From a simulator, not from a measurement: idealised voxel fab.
process module | voxel fin reveal
cross-section cut | 170 nm wide | cells 5 nm
A cross-section is a grid of square cells, given in bands from the top down. A band is one or more rows of cells.
Each band's line starts with the height of the band's top and of its bottom, in nm. Then come its materials from left to right, each with its width in nm. One material with "throughout" fills the band from edge to edge. "air" is empty space.
Height 0 is the level under which the wafer as received is all one material. The lowest band goes on downwards, as in "0 down".
A width such as "30 to 40" changes by the same amount from each row of cells to the next, from the band's top row to its bottom row.
"no change" after a step means that no cell of the cross-section changed.
closed voids: empty space of 8 cells or more with no open way to the top, each as width x height at its distance from the left edge, in nm
after a step's settings: what the simulator itself notes on the step
overlay nm, on a step with a mask: how far to the right of its planned place the mask lay; to the left if negative
plan
1 op RECEIVE | material Si
2 op CONFORMAL_DEP | material SiN | thk nm 5
3 op MASKED_ETCH | tone cover | mask id FINS | width nm 15 | pitch nm 35 | etch materials SiN | depth nm 5 | overlay nm 0
4 op MASKED_ETCH | tone cover | mask id FINS | width nm 15 | pitch nm 35 | etch materials Si | depth nm 30 | overlay nm 0
5 op OXIDIZE | depth nm 5
6 op FILL_DEP | material SiO2 | thk nm 5
7 op CMP | height nm 5
8 op SELECTIVE_ETCH | etch materials SiO2 | depth nm 20
9 op STRIP | etch materials SiN
10 op CONFORMAL_DEP | material SiO2 | thk nm 5
as received, after step 1
  0 down: Si throughout
  closed voids: none
first wafer at the end, as planned
  5 to 0: air 25 | SiO2 15 | air 20 | SiO2 15 | air 20 | SiO2 15 | air 20 | SiO2 15 | air 25
  0 to -10: air 25 | SiO2 5 | Si 5 | SiO2 5 | air 20 | SiO2 5 | Si 5 | SiO2 5 | air 20 | SiO2 5 | Si 5 | SiO2 5 | air 20 | SiO2 5 | Si 5 | SiO2 5 | air 25
  -10 to -35: SiO2 30 | Si 5 | SiO2 30 | Si 5 | SiO2 30 | Si 5 | SiO2 30 | Si 5 | SiO2 30
  -35 down: Si throughout
  closed voids: none
second wafer at the end: like start, like plan, one mistake
  0 to -5: air 25 | SiO2 15 | air 20 | SiO2 15 | air 20 | SiO2 15 | air 20 | SiO2 15 | air 25
  -5 to -10: air 25 | SiO2 5 | Si 5 | SiO2 5 | air 20 | SiO2 5 | Si 5 | SiO2 5 | air 20 | SiO2 5 | Si 5 | SiO2 5 | air 20 | SiO2 5 | Si 5 | SiO2 5 | air 25
  -10 to -35: SiO2 30 | Si 5 | SiO2 30 | Si 5 | SiO2 30 | Si 5 | SiO2 30 | Si 5 | SiO2 30
  -35 down: Si throughout
  closed voids: none
what went wrong: step 2 was left out
at the end the second wafer has, in cells: 4 fewer of Si | 8 fewer of SiO2
